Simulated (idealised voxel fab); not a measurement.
Proc. module: voxel fin reveal
The figure presents cross-section cut, which has a width of 205 nm and is divided into square cells with an edge length of 5 nm.
Each cross-section below is a grid of square cells, stated as bands in top-down order, with one or more rows of cells making up each band. This entry defines a band. It first specifies the height of the band's top and the height of its bottom in nm, and then specifies the band's materials from left to right, stating each material with its width in nm. The word "edge to edge" identifies a single material that fills the band from edge to edge, while the word "empty" identifies empty space. We count height from 0. Below that, the starting wafer is all one material. The lowest band never ends at the bottom but goes on down; see "top 0, no bottom" for how that is written. Width: "30..40" (first number = top row, second number = bottom row, same change from row to row of cells). Step marked "nothing got changed"? Then no cell in the cross-section changed in it. "Closed void catalog" lists enclosed empty spaces (at least 8 cells, no open path upward to the top), each as width x height at distance from the left edge, in nm. On each step's line, the part that comes after the settings is the simulator's own comment on the step. overlay nm: mask offset rightward from planned place, masked step; negative means leftward offset.

# These are the steps we planned for the process
1: RECEIVE (material Si)
2: CONFORMAL_DEP (material SiN; thk nm 5)
3: DIRECTIONAL_DEP (material aC; thk nm 10)
4: PATTERN (tone cover; mask id FINS; material resist; width nm 15; pitch nm 45; thk nm 30; overlay nm 0)
5: DIRECTIONAL_ETCH (etch materials aC; depth nm 10)
6: STRIP (etch materials resist)
7: DIRECTIONAL_ETCH (etch materials SiN; depth nm 5)
8: DIRECTIONAL_ETCH (etch materials Si; depth nm 35)
9: STRIP (etch materials aC)
10: FILL_DEP (material SiO2; thk nm 15)
11: CMP (height nm 5)
12: SELECTIVE_ETCH (etch materials SiO2; depth nm 15)
13: STRIP (etch materials SiN)
14: CONFORMAL_DEP (material HfO2; thk nm 5)

# Received-state cross-section, reflecting completion of step 1
  top 0, no bottom  Si edge to edge
  Closed void catalog: none

# End-of-module cross-section of the first of two wafers, processed as planned
  top 5, bottom 0  empty (45)  HfO2 (25)  empty (20)  HfO2 (25)  empty (20)  HfO2 (25)  empty (45)
  top 0, bottom -5  empty (45)  HfO2 (5)  Si (15)  HfO2 (5)  empty (20)  HfO2 (5)  Si (15)  HfO2 (5)  empty (20)  HfO2 (5)  Si (15)  HfO2 (5)  empty (45)
  top -5, bottom -10  HfO2 (50)  Si (15)  HfO2 (30)  Si (15)  HfO2 (30)  Si (15)  HfO2 (50)
  top -10, bottom -35  SiO2 (50)  Si (15)  SiO2 (30)  Si (15)  SiO2 (30)  Si (15)  SiO2 (50)
  top -35, no bottom  Si edge to edge
  Closed void catalog: none

# So this is wafer number two of the two, cut at the end of the module - it started where the first did and had the same plan, we just got one thing wrong running it
  top 5, bottom 0  empty (45)  HfO2 (25)  empty (20)  HfO2 (25)  empty (20)  HfO2 (25)  empty (45)
  top 0, bottom -5  empty (45)  HfO2 (5)  Si (15)  HfO2 (5)  empty (20)  HfO2 (5)  Si (15)  HfO2 (5)  empty (20)  HfO2 (5)  Si (15)  HfO2 (5)  empty (45)
  top -5, bottom -10  HfO2 (50)  Si (15)  HfO2 (30)  Si (15)  HfO2 (30)  Si (15)  HfO2 (50)
  top -10, bottom -45  SiO2 (50)  Si (15)  SiO2 (30)  Si (15)  SiO2 (30)  Si (15)  SiO2 (50)
  top -45, no bottom  Si edge to edge
  Closed void catalog: none
Short version of what went wrong: it should be noted that step 8 was executed with settings other than those planned, the operation and settings actually applied being DIRECTIONAL_ETCH (etch materials Si; depth nm 45)
FYI, end of process, the second wafer has more or fewer cells of some materials than the first: Si -64; SiO2 +64
